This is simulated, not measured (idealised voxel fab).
The process module presented herein is designated voxel transistor to metal.
cross-section cut | 145 nm wide | cells 5 nm
Notation: cross-section as square-cell grid; stated in bands, top first, going down; one or more cell rows per band.
Band: top height; bottom height; in nm. Then, left to right: material with width in nm, for each material. "all across": a single material spanning edge to edge. "empty": empty space.
Heights from 0 (as-received wafer is one material below). Bottom band endless downward, as "0 down".
You'd read "30 to 40" like this: the band's top row of cells is as wide as the first number, its bottom row is as wide as the second, and going down, every row changes width by the same amount as the row before did.
Step marked "nothing altered"? Then no cell in the cross-section changed in it.
"Sealed internal cavities": sealed empty spaces, 8 cells or more, no open way to top, listed width x height at distance, with distance from the left edge and width, height and distance in nm.
If you see something after the settings on a step's line, that's the simulator's own remark about that step.
"overlay nm" answers the question of how far to the right of plan the mask lay on a step that has a mask, and when it is negative the answer is to the left.

STEPS IN THE PROCESS PLAN
1: RECEIVE | material Si
2: OXIDIZE | depth nm 5
3: CONFORMAL_DEP | material SiN | thk nm 10
4: DIRECTIONAL_DEP | material aC | thk nm 10
5: PATTERN | tone cover | mask id ACTIVE | material resist | width nm 105 | thk nm 30 | overlay nm 0
6: DIRECTIONAL_ETCH | etch materials aC | depth nm 10
7: STRIP | etch materials resist
8: DIRECTIONAL_ETCH | etch materials SiN | depth nm 10
9: DIRECTIONAL_ETCH | etch materials SiO2 | depth nm 5
10: DIRECTIONAL_ETCH | etch materials Si | depth nm 25
11: STRIP | etch materials aC
12: FILL_DEP | material SiO2 | thk nm 5
13: CMP | height nm 10
14: SELECTIVE_ETCH | etch materials SiO2 | depth nm 10
15: STRIP | etch materials SiN
16: SELECTIVE_ETCH | etch materials SiO2 | depth nm 5
17: OXIDIZE | depth nm 5
18: DIRECTIONAL_DEP | material polySi | thk nm 30
19: DIRECTIONAL_DEP | material SiCN | thk nm 10
20: DIRECTIONAL_DEP | material aC | thk nm 15
21: PATTERN | tone cover | mask id GATE | material resist | width nm 35 | thk nm 30 | overlay nm 0
22: DIRECTIONAL_ETCH | etch materials aC | depth nm 15
23: STRIP | etch materials resist
24: DIRECTIONAL_ETCH | etch materials SiCN | depth nm 20
25: DIRECTIONAL_ETCH | etch materials polySi | depth nm 40
26: STRIP | etch materials aC
27: CONFORMAL_DEP | material SiN | thk nm 5
28: DIRECTIONAL_ETCH | etch materials SiN | depth nm 5
29: DIRECTIONAL_ETCH | etch materials SiO2 | depth nm 5
30: DIRECTIONAL_ETCH | etch materials Si | depth nm 5
31: EPI | material SiGe | thk nm 5
32: FILL_DEP | material SiO2 | thk nm 10
33: CMP | height nm 25
34: STRIP | etch materials polySi
35: SELECTIVE_ETCH | etch materials SiO2 | depth nm 5
36: CONFORMAL_DEP | material HfO2 | thk nm 5
37: CONFORMAL_DEP | material TiN | thk nm 5
38: FILL_DEP | material W | thk nm 5
39: CMP | height nm 20
40: DIRECTIONAL_DEP | material SiO2 | thk nm 15
41: DIRECTIONAL_DEP | material aC | thk nm 10
42: PATTERN | tone open | mask id CONTACT | material resist | width nm 15 | pitch nm 80 | thk nm 30 | overlay nm 0
43: DIRECTIONAL_ETCH | etch materials aC | depth nm 10
44: STRIP | etch materials resist
45: DIRECTIONAL_ETCH | etch materials SiO2 | depth nm 45
46: STRIP | etch materials aC
47: CONFORMAL_DEP | material TiN | thk nm 5
48: FILL_DEP | material Ru | thk nm 5
49: CMP | height nm 35
50: CONFORMAL_DEP | material SiCN | thk nm 5
51: DIRECTIONAL_DEP | material SiO2 | thk nm 25
52: MASKED_ETCH | tone open | mask id METAL_1 | width nm 15 | pitch nm 80 | etch materials SiO2 | depth nm 25 | overlay nm 0
53: MASKED_ETCH | tone open | mask id METAL_1 | width nm 15 | pitch nm 80 | etch materials SiCN | depth nm 5 | overlay nm 0
54: CONFORMAL_DEP | material TiN | thk nm 5
55: FILL_DEP | material Ru | thk nm 5
56: CMP | height nm 65
57: EPI | material Ru | thk nm 5
58: FILL_DEP | material SiCN | thk nm 5

FIRST OUT OF TWO WAFERS; RUN WENT TO PLAN

CROSS-SECTION OF THE WAFER AT RECEIPT, WHICH IS THE CONDITION AFTER STEP 1
* 0 down | Si all across
* Sealed internal cavities: none

HOW THE WAFER STANDS IN SECTION AFTER STEP 2
* 0 to -5 | SiO2 all across
* Under -5: no change, same as before.

HOW THE WAFER STANDS IN SECTION AFTER STEP 3
* 10 to 0 | SiN all across
* Under 0: no change, same as before.

HOW THE WAFER STANDS IN SECTION AFTER STEP 4
* 20 to 10 | aC all across
* Under 10: no change, same as before.

HOW THE WAFER STANDS IN SECTION AFTER STEP 5
* 50 to 20 | empty 20 nm  resist 105 nm  empty 20 nm
* Under 20: no change, same as before.

HOW THE WAFER STANDS IN SECTION AFTER STEP 6
* 40 to 20 | empty 20 nm  resist 105 nm  empty 20 nm
* 20 to 10 | empty 20 nm  aC 105 nm  empty 20 nm
* Under 10: no change, same as before.

HOW THE WAFER STANDS IN SECTION AFTER STEP 7
* 20 to 10 | empty 20 nm  aC 105 nm  empty 20 nm
* Under 10: no change, same as before.

HOW THE WAFER STANDS IN SECTION AFTER STEP 8
* 20 to 10 | empty 20 nm  aC 105 nm  empty 20 nm
* 10 to 0 | empty 20 nm  SiN 105 nm  empty 20 nm
* Under 0: no change, same as before.

HOW THE WAFER STANDS IN SECTION AFTER STEP 9
* 20 to 10 | empty 20 nm  aC 105 nm  empty 20 nm
* 10 to 0 | empty 20 nm  SiN 105 nm  empty 20 nm
* 0 to -5 | empty 20 nm  SiO2 105 nm  empty 20 nm
* Under -5: no change, same as before.

HOW THE WAFER STANDS IN SECTION AFTER STEP 10
* 20 to 10 | empty 20 nm  aC 105 nm  empty 20 nm
* 10 to 0 | empty 20 nm  SiN 105 nm  empty 20 nm
* 0 to -5 | empty 20 nm  SiO2 105 nm  empty 20 nm
* -5 to -30 | empty 20 nm  Si 105 nm  empty 20 nm
* Under -30: no change, same as before.

HOW THE WAFER STANDS IN SECTION AFTER STEP 11
* 10 to 0 | empty 20 nm  SiN 105 nm  empty 20 nm
* Under 0: no change, same as before.

HOW THE WAFER STANDS IN SECTION AFTER STEP 12
* 15 to 10 | SiO2 all across
* 10 to 0 | SiO2 20 nm  SiN 105 nm  SiO2 20 nm
* 0 to -5 | SiO2 all across
* -5 to -30 | SiO2 20 nm  Si 105 nm  SiO2 20 nm
* Under -30: no change, same as before.

HOW THE WAFER STANDS IN SECTION AFTER STEP 13
* 10 to 0 | SiO2 20 nm  SiN 105 nm  SiO2 20 nm
* Under 0: no change, same as before.

HOW THE WAFER STANDS IN SECTION AFTER STEP 14
* 10 to 0 | empty 20 nm  SiN 105 nm  empty 20 nm
* Under 0: no change, same as before.

HOW THE WAFER STANDS IN SECTION AFTER STEP 15
* 0 to -5 | SiO2 all across
* Under -5: no change, same as before.

HOW THE WAFER STANDS IN SECTION AFTER STEP 16
* -5 to -30 | SiO2 20 nm  Si 105 nm  SiO2 20 nm
* Under -30: no change, same as before.

HOW THE WAFER STANDS IN SECTION AFTER STEP 17
* -5 to -10 | SiO2 all across
* Under -10: no change, same as before.

HOW THE WAFER STANDS IN SECTION AFTER STEP 18
* 25 to -5 | polySi all across
* Under -5: no change, same as before.

HOW THE WAFER STANDS IN SECTION AFTER STEP 19
* 35 to 25 | SiCN all across
* Under 25: no change, same as before.

HOW THE WAFER STANDS IN SECTION AFTER STEP 20
* 50 to 35 | aC all across
* Under 35: no change, same as before.

HOW THE WAFER STANDS IN SECTION AFTER STEP 21
* 80 to 50 | empty 55 nm  resist 35 nm  empty 55 nm
* Under 50: no change, same as before.

HOW THE WAFER STANDS IN SECTION AFTER STEP 22
* 65 to 50 | empty 55 nm  resist 35 nm  empty 55 nm
* 50 to 35 | empty 55 nm  aC 35 nm  empty 55 nm
* Under 35: no change, same as before.

HOW THE WAFER STANDS IN SECTION AFTER STEP 23
* 50 to 35 | empty 55 nm  aC 35 nm  empty 55 nm
* Under 35: no change, same as before.

HOW THE WAFER STANDS IN SECTION AFTER STEP 24
* 50 to 35 | empty 55 nm  aC 35 nm  empty 55 nm
* 35 to 25 | empty 55 nm  SiCN 35 nm  empty 55 nm
* Under 25: no change, same as before.

HOW THE WAFER STANDS IN SECTION AFTER STEP 25
* 50 to 35 | empty 55 nm  aC 35 nm  empty 55 nm
* 35 to 25 | empty 55 nm  SiCN 35 nm  empty 55 nm
* 25 to -5 | empty 55 nm  polySi 35 nm  empty 55 nm
* Under -5: no change, same as before.

HOW THE WAFER STANDS IN SECTION AFTER STEP 26
* 35 to 25 | empty 55 nm  SiCN 35 nm  empty 55 nm
* Under 25: no change, same as before.

HOW THE WAFER STANDS IN SECTION AFTER STEP 27
* 40 to 35 | empty 50 nm  SiN 45 nm  empty 50 nm
* 35 to 25 | empty 50 nm  SiN 5 nm  SiCN 35 nm  SiN 5 nm  empty 50 nm
* 25 to 0 | empty 50 nm  SiN 5 nm  polySi 35 nm  SiN 5 nm  empty 50 nm
* 0 to -5 | SiN 55 nm  polySi 35 nm  SiN 55 nm
* Under -5: no change, same as before.

HOW THE WAFER STANDS IN SECTION AFTER STEP 28
* 35 to 25 | empty 50 nm  SiN 5 nm  SiCN 35 nm  SiN 5 nm  empty 50 nm
* 25 to -5 | empty 50 nm  SiN 5 nm  polySi 35 nm  SiN 5 nm  empty 50 nm
* Under -5: no change, same as before.

HOW THE WAFER STANDS IN SECTION AFTER STEP 29
* 35 to 25 | empty 50 nm  SiN 5 nm  SiCN 35 nm  SiN 5 nm  empty 50 nm
* 25 to -5 | empty 50 nm  SiN 5 nm  polySi 35 nm  SiN 5 nm  empty 50 nm
* -5 to -10 | empty 50 nm  SiO2 45 nm  empty 50 nm
* Under -10: no change, same as before.

HOW THE WAFER STANDS IN SECTION AFTER STEP 30
* 35 to 25 | empty 50 nm  SiN 5 nm  SiCN 35 nm  SiN 5 nm  empty 50 nm
* 25 to -5 | empty 50 nm  SiN 5 nm  polySi 35 nm  SiN 5 nm  empty 50 nm
* -5 to -10 | empty 50 nm  SiO2 45 nm  empty 50 nm
* -10 to -15 | SiO2 20 nm  empty 30 nm  Si 45 nm  empty 30 nm  SiO2 20 nm
* Under -15: no change, same as before.

HOW THE WAFER STANDS IN SECTION AFTER STEP 31
* 35 to 25 | empty 50 nm  SiN 5 nm  SiCN 35 nm  SiN 5 nm  empty 50 nm
* 25 to -5 | empty 50 nm  SiN 5 nm  polySi 35 nm  SiN 5 nm  empty 50 nm
* -5 to -10 | empty 45 nm  SiGe 5 nm  SiO2 45 nm  SiGe 5 nm  empty 45 nm
* -10 to -15 | SiO2 20 nm  SiGe 30 nm  Si 45 nm  SiGe 30 nm  SiO2 20 nm
* Under -15: no change, same as before.

HOW THE WAFER STANDS IN SECTION AFTER STEP 32
* 45 to 35 | SiO2 all across
* 35 to 25 | SiO2 50 nm  SiN 5 nm  SiCN 35 nm  SiN 5 nm  SiO2 50 nm
* 25 to -5 | SiO2 50 nm  SiN 5 nm  polySi 35 nm  SiN 5 nm  SiO2 50 nm
* -5 to -10 | SiO2 45 nm  SiGe 5 nm  SiO2 45 nm  SiGe 5 nm  SiO2 45 nm
* Under -10: no change, same as before.

HOW THE WAFER STANDS IN SECTION AFTER STEP 33
* 25 to -5 | SiO2 50 nm  SiN 5 nm  polySi 35 nm  SiN 5 nm  SiO2 50 nm
* Under -5: no change, same as before.

HOW THE WAFER STANDS IN SECTION AFTER STEP 34
* 25 to -5 | SiO2 50 nm  SiN 5 nm  empty 35 nm  SiN 5 nm  SiO2 50 nm
* Under -5: no change, same as before.

HOW THE WAFER STANDS IN SECTION AFTER STEP 35
* 25 to 20 | empty 50 nm  SiN 5 nm  empty 35 nm  SiN 5 nm  empty 50 nm
* 20 to -5 | SiO2 50 nm  SiN 5 nm  empty 35 nm  SiN 5 nm  SiO2 50 nm
* -5 to -10 | SiO2 45 nm  SiGe 5 nm  empty 45 nm  SiGe 5 nm  SiO2 45 nm
* Under -10: no change, same as before.

HOW THE WAFER STANDS IN SECTION AFTER STEP 36
* 30 to 25 | empty 45 nm  HfO2 15 nm  empty 25 nm  HfO2 15 nm  empty 45 nm
* 25 to 20 | HfO2 50 nm  SiN 5 nm  HfO2 5 nm  empty 25 nm  HfO2 5 nm  SiN 5 nm  HfO2 50 nm
* 20 to -5 | SiO2 50 nm  SiN 5 nm  HfO2 5 nm  empty 25 nm  HfO2 5 nm  SiN 5 nm  SiO2 50 nm
* -5 to -10 | SiO2 45 nm  SiGe 5 nm  HfO2 45 nm  SiGe 5 nm  SiO2 45 nm
* Under -10: no change, same as before.

HOW THE WAFER STANDS IN SECTION AFTER STEP 37
* 35 to 30 | empty 40 nm  TiN 25 nm  empty 15 nm  TiN 25 nm  empty 40 nm
* 30 to 25 | TiN 45 nm  HfO2 15 nm  TiN 5 nm  empty 15 nm  TiN 5 nm  HfO2 15 nm  TiN 45 nm
* 25 to 20 | HfO2 50 nm  SiN 5 nm  HfO2 5 nm  TiN 5 nm  empty 15 nm  TiN 5 nm  HfO2 5 nm  SiN 5 nm  HfO2 50 nm
* 20 to 0 | SiO2 50 nm  SiN 5 nm  HfO2 5 nm  TiN 5 nm  empty 15 nm  TiN 5 nm  HfO2 5 nm  SiN 5 nm  SiO2 50 nm
* 0 to -5 | SiO2 50 nm  SiN 5 nm  HfO2 5 nm  TiN 25 nm  HfO2 5 nm  SiN 5 nm  SiO2 50 nm
* Under -5: no change, same as before.

HOW THE WAFER STANDS IN SECTION AFTER STEP 38
* 40 to 35 | W all across
* 35 to 30 | W 40 nm  TiN 25 nm  W 15 nm  TiN 25 nm  W 40 nm
* 30 to 25 | TiN 45 nm  HfO2 15 nm  TiN 5 nm  W 15 nm  TiN 5 nm  HfO2 15 nm  TiN 45 nm
* 25 to 20 | HfO2 50 nm  SiN 5 nm  HfO2 5 nm  TiN 5 nm  W 15 nm  TiN 5 nm  HfO2 5 nm  SiN 5 nm  HfO2 50 nm
* 20 to 0 | SiO2 50 nm  SiN 5 nm  HfO2 5 nm  TiN 5 nm  W 15 nm  TiN 5 nm  HfO2 5 nm  SiN 5 nm  SiO2 50 nm
* Under 0: no change, same as before.

HOW THE WAFER STANDS IN SECTION AFTER STEP 39
* 20 to 0 | SiO2 50 nm  SiN 5 nm  HfO2 5 nm  TiN 5 nm  W 15 nm  TiN 5 nm  HfO2 5 nm  SiN 5 nm  SiO2 50 nm
* Under 0: no change, same as before.

HOW THE WAFER STANDS IN SECTION AFTER STEP 40
* 35 to 20 | SiO2 all across
* Under 20: no change, same as before.

HOW THE WAFER STANDS IN SECTION AFTER STEP 41
* 45 to 35 | aC all across
* Under 35: no change, same as before.

HOW THE WAFER STANDS IN SECTION AFTER STEP 42
* 75 to 45 | resist 25 nm  empty 15 nm  resist 65 nm  empty 15 nm  resist 25 nm
* Under 45: no change, same as before.

HOW THE WAFER STANDS IN SECTION AFTER STEP 43
* 65 to 45 | resist 25 nm  empty 15 nm  resist 65 nm  empty 15 nm  resist 25 nm
* 45 to 35 | aC 25 nm  empty 15 nm  aC 65 nm  empty 15 nm  aC 25 nm
* Under 35: no change, same as before.

HOW THE WAFER STANDS IN SECTION AFTER STEP 44
* 45 to 35 | aC 25 nm  empty 15 nm  aC 65 nm  empty 15 nm  aC 25 nm
* Under 35: no change, same as before.

HOW THE WAFER STANDS IN SECTION AFTER STEP 45
* 45 to 35 | aC 25 nm  empty 15 nm  aC 65 nm  empty 15 nm  aC 25 nm
* 35 to 20 | SiO2 25 nm  empty 15 nm  SiO2 65 nm  empty 15 nm  SiO2 25 nm
* 20 to 0 | SiO2 25 nm  empty 15 nm  SiO2 10 nm  SiN 5 nm  HfO2 5 nm  TiN 5 nm  W 15 nm  TiN 5 nm  HfO2 5 nm  SiN 5 nm  SiO2 10 nm  empty 15 nm  SiO2 25 nm
* 0 to -5 | SiO2 25 nm  empty 15 nm  SiO2 10 nm  SiN 5 nm  HfO2 5 nm  TiN 25 nm  HfO2 5 nm  SiN 5 nm  SiO2 10 nm  empty 15 nm  SiO2 25 nm
* -5 to -10 | SiO2 25 nm  empty 15 nm  SiO2 5 nm  SiGe 5 nm  HfO2 45 nm  SiGe 5 nm  SiO2 5 nm  empty 15 nm  SiO2 25 nm
* Under -10: no change, same as before.

HOW THE WAFER STANDS IN SECTION AFTER STEP 46
* 35 to 20 | SiO2 25 nm  empty 15 nm  SiO2 65 nm  empty 15 nm  SiO2 25 nm
* Under 20: no change, same as before.

HOW THE WAFER STANDS IN SECTION AFTER STEP 47
* 40 to 35 | TiN 30 nm  empty 5 nm  TiN 75 nm  empty 5 nm  TiN 30 nm
* 35 to 20 | SiO2 25 nm  TiN 5 nm  empty 5 nm  TiN 5 nm  SiO2 65 nm  TiN 5 nm  empty 5 nm  TiN 5 nm  SiO2 25 nm
* 20 to 0 | SiO2 25 nm  TiN 5 nm  empty 5 nm  TiN 5 nm  SiO2 10 nm  SiN 5 nm  HfO2 5 nm  TiN 5 nm  W 15 nm  TiN 5 nm  HfO2 5 nm  SiN 5 nm  SiO2 10 nm  TiN 5 nm  empty 5 nm  TiN 5 nm  SiO2 25 nm
* 0 to -5 | SiO2 25 nm  TiN 5 nm  empty 5 nm  TiN 5 nm  SiO2 10 nm  SiN 5 nm  HfO2 5 nm  TiN 25 nm  HfO2 5 nm  SiN 5 nm  SiO2 10 nm  TiN 5 nm  empty 5 nm  TiN 5 nm  SiO2 25 nm
* -5 to -10 | SiO2 25 nm  TiN 15 nm  SiO2 5 nm  SiGe 5 nm  HfO2 45 nm  SiGe 5 nm  SiO2 5 nm  TiN 15 nm  SiO2 25 nm
* Under -10: no change, same as before.

HOW THE WAFER STANDS IN SECTION AFTER STEP 48
* 45 to 40 | Ru all across
* 40 to 35 | TiN 30 nm  Ru 5 nm  TiN 75 nm  Ru 5 nm  TiN 30 nm
* 35 to 20 | SiO2 25 nm  TiN 5 nm  Ru 5 nm  TiN 5 nm  SiO2 65 nm  TiN 5 nm  Ru 5 nm  TiN 5 nm  SiO2 25 nm
* 20 to 0 | SiO2 25 nm  TiN 5 nm  Ru 5 nm  TiN 5 nm  SiO2 10 nm  SiN 5 nm  HfO2 5 nm  TiN 5 nm  W 15 nm  TiN 5 nm  HfO2 5 nm  SiN 5 nm  SiO2 10 nm  TiN 5 nm  Ru 5 nm  TiN 5 nm  SiO2 25 nm
* 0 to -5 | SiO2 25 nm  TiN 5 nm  Ru 5 nm  TiN 5 nm  SiO2 10 nm  SiN 5 nm  HfO2 5 nm  TiN 25 nm  HfO2 5 nm  SiN 5 nm  SiO2 10 nm  TiN 5 nm  Ru 5 nm  TiN 5 nm  SiO2 25 nm
* Under -5: no change, same as before.

HOW THE WAFER STANDS IN SECTION AFTER STEP 49
* 35 to 20 | SiO2 25 nm  TiN 5 nm  Ru 5 nm  TiN 5 nm  SiO2 65 nm  TiN 5 nm  Ru 5 nm  TiN 5 nm  SiO2 25 nm
* Under 20: no change, same as before.

HOW THE WAFER STANDS IN SECTION AFTER STEP 50
* 40 to 35 | SiCN all across
* Under 35: no change, same as before.

HOW THE WAFER STANDS IN SECTION AFTER STEP 51
* 65 to 40 | SiO2 all across
* Under 40: no change, same as before.

HOW THE WAFER STANDS IN SECTION AFTER STEP 52
* 65 to 40 | SiO2 25 nm  empty 15 nm  SiO2 65 nm  empty 15 nm  SiO2 25 nm
* Under 40: no change, same as before.

HOW THE WAFER STANDS IN SECTION AFTER STEP 53
* 65 to 40 | SiO2 25 nm  empty 15 nm  SiO2 65 nm  empty 15 nm  SiO2 25 nm
* 40 to 35 | SiCN 25 nm  empty 15 nm  SiCN 65 nm  empty 15 nm  SiCN 25 nm
* Under 35: no change, same as before.

HOW THE WAFER STANDS IN SECTION AFTER STEP 54
* 70 to 65 | TiN 30 nm  empty 5 nm  TiN 75 nm  empty 5 nm  TiN 30 nm
* 65 to 40 | SiO2 25 nm  TiN 5 nm  empty 5 nm  TiN 5 nm  SiO2 65 nm  TiN 5 nm  empty 5 nm  TiN 5 nm  SiO2 25 nm
* 40 to 35 | SiCN 25 nm  TiN 15 nm  SiCN 65 nm  TiN 15 nm  SiCN 25 nm
* Under 35: no change, same as before.

HOW THE WAFER STANDS IN SECTION AFTER STEP 55
* 75 to 70 | Ru all across
* 70 to 65 | TiN 30 nm  Ru 5 nm  TiN 75 nm  Ru 5 nm  TiN 30 nm
* 65 to 40 | SiO2 25 nm  TiN 5 nm  Ru 5 nm  TiN 5 nm  SiO2 65 nm  TiN 5 nm  Ru 5 nm  TiN 5 nm  SiO2 25 nm
* Under 40: no change, same as before.

HOW THE WAFER STANDS IN SECTION AFTER STEP 56
* 65 to 40 | SiO2 25 nm  TiN 5 nm  Ru 5 nm  TiN 5 nm  SiO2 65 nm  TiN 5 nm  Ru 5 nm  TiN 5 nm  SiO2 25 nm
* Under 40: no change, same as before.

HOW THE WAFER STANDS IN SECTION AFTER STEP 57
* 70 to 65 | empty 20 nm  Ru 25 nm  empty 55 nm  Ru 25 nm  empty 20 nm
* Under 65: no change, same as before.

HOW THE WAFER STANDS IN SECTION AFTER STEP 58
* 75 to 70 | SiCN all across
* 70 to 65 | SiCN 20 nm  Ru 25 nm  SiCN 55 nm  Ru 25 nm  SiCN 20 nm
* Under 65: no change, same as before.

SECOND WAFER. START AND PLAN AS FOR THE FIRST. ONE MISTAKE MADE IN RUNNING. AGREES WITH THE FIRST UP TO AND INCLUDING STEP 54

HERE IS THE SECOND WAFER IN CROSS-SECTION AT THE POINT WHERE STEP 55 OF THE PLAN SHOULD HAVE BEEN DONE
* 75 to 70 | W all across
* 70 to 65 | TiN 30 nm  W 5 nm  TiN 75 nm  W 5 nm  TiN 30 nm
* 65 to 40 | SiO2 25 nm  TiN 5 nm  W 5 nm  TiN 5 nm  SiO2 65 nm  TiN 5 nm  W 5 nm  TiN 5 nm  SiO2 25 nm
* Under 40: no change, same as before.

HERE IS THE SECOND WAFER IN CROSS-SECTION AT THE POINT WHERE STEP 56 OF THE PLAN SHOULD HAVE BEEN DONE
* 65 to 40 | SiO2 25 nm  TiN 5 nm  W 5 nm  TiN 5 nm  SiO2 65 nm  TiN 5 nm  W 5 nm  TiN 5 nm  SiO2 25 nm
* Under 40: no change, same as before.

HERE IS THE SECOND WAFER IN CROSS-SECTION AT THE POINT WHERE STEP 57 OF THE PLAN SHOULD HAVE BEEN DONE
* 70 to 65 | empty 20 nm  Ru 25 nm  empty 55 nm  Ru 25 nm  empty 20 nm
* Under 65: no change, same as before.

HERE IS THE SECOND WAFER IN CROSS-SECTION AT THE POINT WHERE STEP 58 OF THE PLAN SHOULD HAVE BEEN DONE
* 75 to 70 | SiCN all across
* 70 to 65 | SiCN 20 nm  Ru 25 nm  SiCN 55 nm  Ru 25 nm  SiCN 20 nm
* Under 65: no change, same as before.
Diagnosis: heads up, step 55 didn't go per plan, it actually ran as FILL_DEP | material W | thk nm 5
Per the end-of-run cell counts, the second wafer holds more or fewer of some materials than the first: 10 fewer of Ru | 10 more of W
